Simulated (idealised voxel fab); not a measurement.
Process module heading - voxel capacitor over wiring
The figure presents cross-section cut, which has a width of 285 nm and is divided into square cells with an edge length of 5 nm.
A cross-section is written here as square cells arranged in a grid, and it is given in bands from the top down, each band taking up one or more rows of cells.
Per band: top height and bottom height in nm, followed by the left-to-right materials and their widths in nm; "all across" marks a single material spanning edge to edge, "air" marks empty space.
A quick word on heights: they are counted from 0, and under that level the wafer as it came to us is one material throughout. The lowest band is different from the rest in having no bottom; it simply continues downward, written as in "0 and below".
When a width is written as two numbers, as in "30->40", the first number is the width in the top row of cells of the band and the second is the width in its bottom row, and the width changes by the same amount from each row to the next.
Basically "no modifications" means that step didn't change any cell in the cross-section.
"Enclosed cavities" means: voids of 8 cells or more that are shut off from the top with no open way through. Written width x height at distance, distance from the left edge, in nm.
On each step's line, the part that comes after the settings is the simulator's own comment on the step.
"overlay nm" on a masked step: distance the mask lay right of its planned place, negative for left.
## The process steps that were planned are listed below
1: RECEIVE,material Si
2: CONFORMAL_DEP,material SiO2,thk nm 15
3: DIRECTIONAL_DEP,material TiN,thk nm 5
4: DIRECTIONAL_DEP,material Ru,thk nm 20
5: PATTERN,tone cover,mask id METAL_1,material resist,width nm 30,pitch nm 100,thk nm 20,overlay nm 0
6: DIRECTIONAL_ETCH,etch materials Ru,depth nm 10
7: DIRECTIONAL_ETCH,etch materials TiN,depth nm 5
8: STRIP,etch materials resist
9: FILL_DEP,material SiO2,thk nm 10
10: CMP,height nm 40
11: CONFORMAL_DEP,material SiCN,thk nm 5
12: DIRECTIONAL_DEP,material lowk,thk nm 15
13: DIRECTIONAL_DEP,material aC,thk nm 15
14: PATTERN,tone open,mask id PLUG_1,material resist,width nm 15,thk nm 30,overlay nm 0
15: DIRECTIONAL_ETCH,etch materials aC,depth nm 15
16: STRIP,etch materials resist
17: DIRECTIONAL_ETCH,etch materials lowk,depth nm 15
18: DIRECTIONAL_ETCH,etch materials SiCN,depth nm 5
19: STRIP,etch materials aC
20: EPI,material Ru,thk nm 10
21: EPI,material Ru,thk nm 10
22: DIRECTIONAL_DEP,material TiN,thk nm 10
23: DIRECTIONAL_DEP,material Al2O3,thk nm 5
24: DIRECTIONAL_DEP,material TiN,thk nm 5
25: PATTERN,tone cover,mask id UPPER_PLATE,material resist,width nm 75,thk nm 15,overlay nm 0
26: DIRECTIONAL_ETCH,etch materials TiN,depth nm 5
27: DIRECTIONAL_ETCH,etch materials Al2O3,depth nm 5
28: STRIP,etch materials resist
29: MASKED_ETCH,tone cover,mask id LOWER_PLATE,width nm 85,etch materials TiN,depth nm 10,overlay nm 0
30: FILL_DEP,material SiO2,thk nm 20
31: CMP,height nm 95
32: MASKED_ETCH,tone open,mask id PLUG_2,width nm 15,etch materials SiO2,depth nm 15,overlay nm 0
33: CONFORMAL_DEP,material TiN,thk nm 5
34: FILL_DEP,material Ru,thk nm 10
35: CMP,height nm 95
36: CONFORMAL_DEP,material SiN,thk nm 5
The plan shows the depth nm of step 6 as the first wafer had it; this setting differs between the wafers, which start out alike.
## First of several wafers (as received, post step 1), cross-sectional view
> 0 and below: Si all across
> Enclosed cavities: none
## Wafer rows, end of module: cells per material gained (+) or lost (-) since receipt; closed voids last
depth nm 10 | +15 Al2O3 | +152 Ru | +54 SiCN | +57 SiN | +587 SiO2 | +113 TiN | +162 lowk | Enclosed cavities: none
depth nm 15 | +15 Al2O3 | +107 Ru | +54 SiCN | +57 SiN | +632 SiO2 | +113 TiN | +162 lowk | Enclosed cavities: none
depth nm 20 | +15 Al2O3 | +62 Ru | +54 SiCN | +57 SiN | +722 SiO2 | +68 TiN | +162 lowk | Enclosed cavities: none
depth nm 25 | +15 Al2O3 | +62 Ru | +54 SiCN | +57 SiN | +722 SiO2 | +68 TiN | +162 lowk | Enclosed cavities: none
depth nm 30 | +15 Al2O3 | +62 Ru | +54 SiCN | +57 SiN | +722 SiO2 | +68 TiN | +162 lowk | Enclosed cavities: none
depth nm 35 | +15 Al2O3 | +62 Ru | +54 SiCN | +57 SiN | +722 SiO2 | +68 TiN | +162 lowk | Enclosed cavities: none
